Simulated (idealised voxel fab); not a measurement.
process module | voxel capacitor over wiring
cross-section cut | 300 nm wide | cells 5 nm
A cross-section is a grid of square cells, given in bands from the top down. A band is one or more rows of cells.
Each band's line starts with the height of the band's top and of its bottom, in nm. Then come its materials from left to right, each with its width in nm. One material with "throughout" fills the band from edge to edge. "air" is empty space.
Height 0 is the level under which the wafer as received is all one material. The lowest band goes on downwards, as in "0 down".
A width such as "30 to 40" changes by the same amount from each row of cells to the next, from the band's top row to its bottom row.
"no change" after a step means that no cell of the cross-section changed.
closed voids: empty space of 8 cells or more with no open way to the top, each as width x height at its distance from the left edge, in nm
after a step's settings: what the simulator itself notes on the step
overlay nm, on a step with a mask: how far to the right of its planned place the mask lay; to the left if negative
plan
1 op RECEIVE | material Si
2 op CONFORMAL_DEP | material SiO2 | thk nm 10
3 op CONFORMAL_DEP | material SiCN | thk nm 5
4 op DIRECTIONAL_DEP | material lowk | thk nm 25
5 op MASKED_ETCH | tone open | mask id METAL_1 | width nm 30 | pitch nm 100 | etch materials lowk | depth nm 25 | overlay nm 0
6 op MASKED_ETCH | tone open | mask id METAL_1 | width nm 30 | pitch nm 100 | etch materials SiCN | depth nm 5 | overlay nm 0
7 op CONFORMAL_DEP | material TiN | thk nm 5
8 op FILL_DEP | material Cu | thk nm 5
9 op CMP | height nm 40
10 op EPI | material Ru | thk nm 5
11 op FILL_DEP | material SiCN | thk nm 5
12 op DIRECTIONAL_DEP | material lowk | thk nm 10
13 op DIRECTIONAL_DEP | material aC | thk nm 15
14 op PATTERN | tone open | mask id PLUG_1 | material resist | width nm 15 | thk nm 35 | overlay nm 0
15 op DIRECTIONAL_ETCH | etch materials aC | depth nm 15
16 op STRIP | etch materials resist
17 op DIRECTIONAL_ETCH | etch materials lowk | depth nm 10
18 op DIRECTIONAL_ETCH | etch materials SiCN | depth nm 5
19 op STRIP | etch materials aC
20 op EPI | material Ru | thk nm 10
21 op EPI | material Ru | thk nm 5
22 op DIRECTIONAL_DEP | material TiN | thk nm 5
23 op DIRECTIONAL_DEP | material SiN | thk nm 5
24 op DIRECTIONAL_DEP | material TiN | thk nm 5
25 op DIRECTIONAL_DEP | material aC | thk nm 15
26 op PATTERN | tone cover | mask id UPPER_PLATE | material resist | width nm 75 | thk nm 30 | overlay nm 0
27 op DIRECTIONAL_ETCH | etch materials aC | depth nm 15
28 op STRIP | etch materials resist
29 op DIRECTIONAL_ETCH | etch materials TiN | depth nm 5
30 op DIRECTIONAL_ETCH | etch materials SiN | depth nm 5
31 op STRIP | etch materials aC
32 op DIRECTIONAL_DEP | material aC | thk nm 15
33 op PATTERN | tone cover | mask id LOWER_PLATE | material resist | width nm 85 | thk nm 35 | overlay nm 0
34 op DIRECTIONAL_ETCH | etch materials aC | depth nm 15
35 op STRIP | etch materials resist
36 op DIRECTIONAL_ETCH | etch materials TiN | depth nm 5
37 op STRIP | etch materials aC
38 op FILL_DEP | material SiO2 | thk nm 15
39 op CMP | height nm 85
40 op DIRECTIONAL_DEP | material aC | thk nm 15
41 op PATTERN | tone open | mask id PLUG_2 | material resist | width nm 15 | thk nm 35 | overlay nm 0
42 op DIRECTIONAL_ETCH | etch materials aC | depth nm 15
43 op STRIP | etch materials resist
44 op DIRECTIONAL_ETCH | etch materials SiO2 | depth nm 10
45 op STRIP | etch materials aC
46 op CONFORMAL_DEP | material TiN | thk nm 5
47 op FILL_DEP | material Cu | thk nm 10
48 op CMP | height nm 85
49 op CONFORMAL_DEP | material SiCN | thk nm 5
varied across the wafers: width nm of step 14. The plan shows the first wafer's value. All wafers start alike
first wafer as received, after step 1
  0 down: Si throughout
  closed voids: none
first wafer at the end, after step 49
  90 to 85: SiCN throughout
  85 to 80: SiO2 110 | TiN 5 | Cu 5 | TiN 5 | SiO2 175
  80 to 70: SiO2 110 to 100 | TiN 15 to 75 | SiO2 175 to 125
  70 to 65: SiO2 100 | SiN 75 | SiO2 125
  65 to 60: SiO2 95 | TiN 85 | SiO2 120
  60 to 50: lowk 100 | Ru 15 | lowk 185
  50 to 45: SiCN 100 | Ru 15 | SiCN 185
  45 to 40: SiCN 80 | Ru 40 | SiCN 60 | Ru 40 | SiCN 80
  40 to 15: lowk 85 | TiN 5 | Cu 20 | TiN 5 | lowk 70 | TiN 5 | Cu 20 | TiN 5 | lowk 85
  15 to 10: SiCN 85 | TiN 30 | SiCN 70 | TiN 30 | SiCN 85
  10 to 0: SiO2 throughout
  0 down: Si throughout
  closed voids: none
last wafer at the end
  90 to 85: SiCN throughout
  85 to 80: SiO2 110 | TiN 5 | Cu 5 | TiN 5 | SiO2 175
  80 to 70: SiO2 110 to 100 | TiN 15 to 75 | SiO2 175 to 125
  70 to 65: SiO2 100 | SiN 75 | SiO2 125
  65 to 60: SiO2 95 | TiN 85 | SiO2 120
  60 to 50: lowk 95 | Ru 30 | lowk 175
  50 to 45: SiCN 95 | Ru 30 | SiCN 175
  45 to 40: SiCN 80 | Ru 40 | SiCN 60 | Ru 40 | SiCN 80
  40 to 15: lowk 85 | TiN 5 | Cu 20 | TiN 5 | lowk 70 | TiN 5 | Cu 20 | TiN 5 | lowk 85
  15 to 10: SiCN 85 | TiN 30 | SiCN 70 | TiN 30 | SiCN 85
  10 to 0: SiO2 throughout
  0 down: Si throughout
  closed voids: none
each wafer at the end: cells of each material gained (+) or lost (-) since it was received, then its closed voids
width nm 15 | +41 Cu | +25 Ru | +209 SiCN | +15 SiN | +367 SiO2 | +69 TiN | +354 lowk | closed voids: none
width nm 20 | +41 Cu | +28 Ru | +208 SiCN | +15 SiN | +367 SiO2 | +69 TiN | +352 lowk | closed voids: none
width nm 25 | +41 Cu | +31 Ru | +207 SiCN | +15 SiN | +367 SiO2 | +69 TiN | +350 lowk | closed voids: none
width nm 30 | +41 Cu | +34 Ru | +206 SiCN | +15 SiN | +367 SiO2 | +69 TiN | +348 lowk | closed voids: none
